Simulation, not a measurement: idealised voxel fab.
A process module follows: voxel wiring stack.
The figure presents cross-section cut, which has a width of 165 nm and is divided into square cells with an edge length of 5 nm.
Think of the cross-section as a grid of square cells. We describe it in bands, top to bottom, and each band covers one or more rows of those cells.
For a band, the entry starts with two heights in nm, that of the top and then that of the bottom, and carries on with the band's materials in order from left to right, each alongside its width in nm; the word "all across" beside a single material means it fills the band edge to edge, and "empty" means empty space.
Heights from 0 (as-received wafer is one material below). Bottom band endless downward, as "0..down".
Per-row width for "30->40": begins at first number (top row of band), ends at second number (bottom row), increment between rows held constant.
"everything unchanged" -> step changed no cross-section cell.
Listed in "Sealed voids": every empty space of 8 or more cells without an open way to the top. Form: width x height at distance, the distance being from the left edge, all in nm.
Whatever follows a step's settings on its line is a remark the simulator itself makes about that step.
Among the settings permitted on a step's line is "overlay nm"; applied to a step with a mask, it specifies the extent to which the mask lay to the right of its planned position, whereas a negative figure signifies a position to the left.
## These are the steps we planned for the process
1: RECEIVE | material Si
2: CONFORMAL_DEP | material SiO2 | thk nm 10
3: CONFORMAL_DEP | material SiCN | thk nm 5
4: DIRECTIONAL_DEP | material lowk | thk nm 25
5: MASKED_ETCH | tone open | mask id METAL_1 | width nm 30 | pitch nm 45 | etch materials lowk | depth nm 25 | overlay nm 0
6: MASKED_ETCH | tone open | mask id METAL_1 | width nm 30 | pitch nm 45 | etch materials SiCN | depth nm 5 | overlay nm 0
7: CONFORMAL_DEP | material TiN | thk nm 5
8: FILL_DEP | material Cu | thk nm 5
9: CMP | height nm 40
10: EPI | material Ru | thk nm 5
11: FILL_DEP | material SiCN | thk nm 5
12: DIRECTIONAL_DEP | material SiO2 | thk nm 30
13: MASKED_ETCH | tone open | mask id METAL_2_HOLES | width nm 15 | pitch nm 45 | etch materials SiO2 | depth nm 30 | overlay nm 0
14: PATTERN | tone open | mask id METAL_2 | material resist | width nm 30 | pitch nm 45 | thk nm 20 | overlay nm 0
15: DIRECTIONAL_ETCH | etch materials SiO2 | depth nm 20
16: DIRECTIONAL_ETCH | etch materials SiCN | depth nm 5
17: STRIP | etch materials resist
18: CONFORMAL_DEP | material TiN | thk nm 5
19: FILL_DEP | material Cu | thk nm 10
20: CMP | height nm 80
21: CONFORMAL_DEP | material SiCN | thk nm 5
22: DIRECTIONAL_DEP | material lowk | thk nm 20
23: PATTERN | tone open | mask id PLUG_2 | material resist | width nm 15 | thk nm 15 | overlay nm 0
24: DIRECTIONAL_ETCH | etch materials lowk | depth nm 20
25: DIRECTIONAL_ETCH | etch materials SiCN | depth nm 5
26: STRIP | etch materials resist
27: CONFORMAL_DEP | material TiN | thk nm 5
28: FILL_DEP | material Cu | thk nm 10
29: CMP | height nm 105
30: CONFORMAL_DEP | material SiCN | thk nm 5
31: DIRECTIONAL_DEP | material SiO2 | thk nm 25
32: MASKED_ETCH | tone open | mask id METAL_3 | width nm 30 | pitch nm 45 | etch materials SiO2 | depth nm 25 | overlay nm 0
33: MASKED_ETCH | tone open | mask id METAL_3 | width nm 30 | pitch nm 45 | etch materials SiCN | depth nm 5 | overlay nm 0
34: CONFORMAL_DEP | material TiN | thk nm 5
35: FILL_DEP | material Ru | thk nm 5
36: CMP | height nm 135
37: CONFORMAL_DEP | material SiCN | thk nm 5
38: DIRECTIONAL_DEP | material lowk | thk nm 10
39: MASKED_ETCH | tone open | mask id PLUG_3 | width nm 15 | etch materials lowk | depth nm 10 | overlay nm 0
40: MASKED_ETCH | tone open | mask id PLUG_3 | width nm 15 | etch materials SiCN | depth nm 5 | overlay nm 0
41: CONFORMAL_DEP | material TiN | thk nm 5
42: FILL_DEP | material W | thk nm 10
43: CMP | height nm 150
44: CONFORMAL_DEP | material SiN | thk nm 5
45: DIRECTIONAL_DEP | material SiO2 | thk nm 20
46: MASKED_ETCH | tone open | mask id METAL_4 | width nm 30 | pitch nm 45 | etch materials SiO2 | depth nm 20 | overlay nm 0
47: MASKED_ETCH | tone open | mask id METAL_4 | width nm 30 | pitch nm 45 | etch materials SiN | depth nm 5 | overlay nm 0
48: CONFORMAL_DEP | material TiN | thk nm 5
49: FILL_DEP | material Cu | thk nm 10
50: CMP | height nm 175
51: EPI | material Ru | thk nm 5
52: FILL_DEP | material SiCN | thk nm 5
## Step 1 complete: cross-section of the wafer as received
    0..down = Si all across
    Sealed voids: none
## The plan above was carried out on the starting structure above with one mistake, and this cross-section shows the wafer at the end of the module
    175..170 = SiCN all across
    170..165 = SiCN 40  Ru 40  SiCN 5  Ru 40  SiCN 40
    165..155 = SiO2 45  TiN 5  Cu 20  TiN 5  SiO2 15  TiN 5  Cu 20  TiN 5  SiO2 45
    155..150 = SiN 45  TiN 30  SiN 15  TiN 30  SiN 45
    150..140 = lowk 45  TiN 5  W 5  TiN 5  lowk 105
    140..135 = SiCN 45  TiN 15  SiCN 105
    135..110 = SiO2 45  TiN 5  Ru 20  TiN 5  SiO2 15  TiN 5  Ru 20  TiN 5  SiO2 45
    110..105 = SiCN 45  TiN 30  SiCN 15  TiN 30  SiCN 45
    105..85 = lowk 45  TiN 5  Cu 5  TiN 5  lowk 105
    85..80 = SiCN 45  TiN 15  SiCN 105
    80..65 = SiO2 45  TiN 5  Cu 20  TiN 5  SiO2 15  TiN 5  Cu 20  TiN 5  SiO2 45
    65..60 = SiO2 45  TiN 5  Cu 5  TiN 20  SiO2 15  TiN 5  Cu 5  TiN 20  SiO2 45
    60..50 = SiO2 45  TiN 5  Cu 5  TiN 5  SiO2 30  TiN 5  Cu 5  TiN 5  SiO2 60
    50..45 = SiCN 45  TiN 15  SiCN 30  TiN 15  SiCN 60
    45..40 = SiCN 40  Ru 40  SiCN 5  Ru 40  SiCN 40
    40..15 = lowk 45  TiN 5  Cu 20  TiN 5  lowk 15  TiN 5  Cu 20  TiN 5  lowk 45
    15..10 = SiCN 45  TiN 30  SiCN 15  TiN 30  SiCN 45
    10..0 = SiO2 all across
    0..down = Si all across
    Sealed voids: none
In executing the process, a mistake was made relative to the plan: not per plan at step 50, really ran CMP | height nm 165
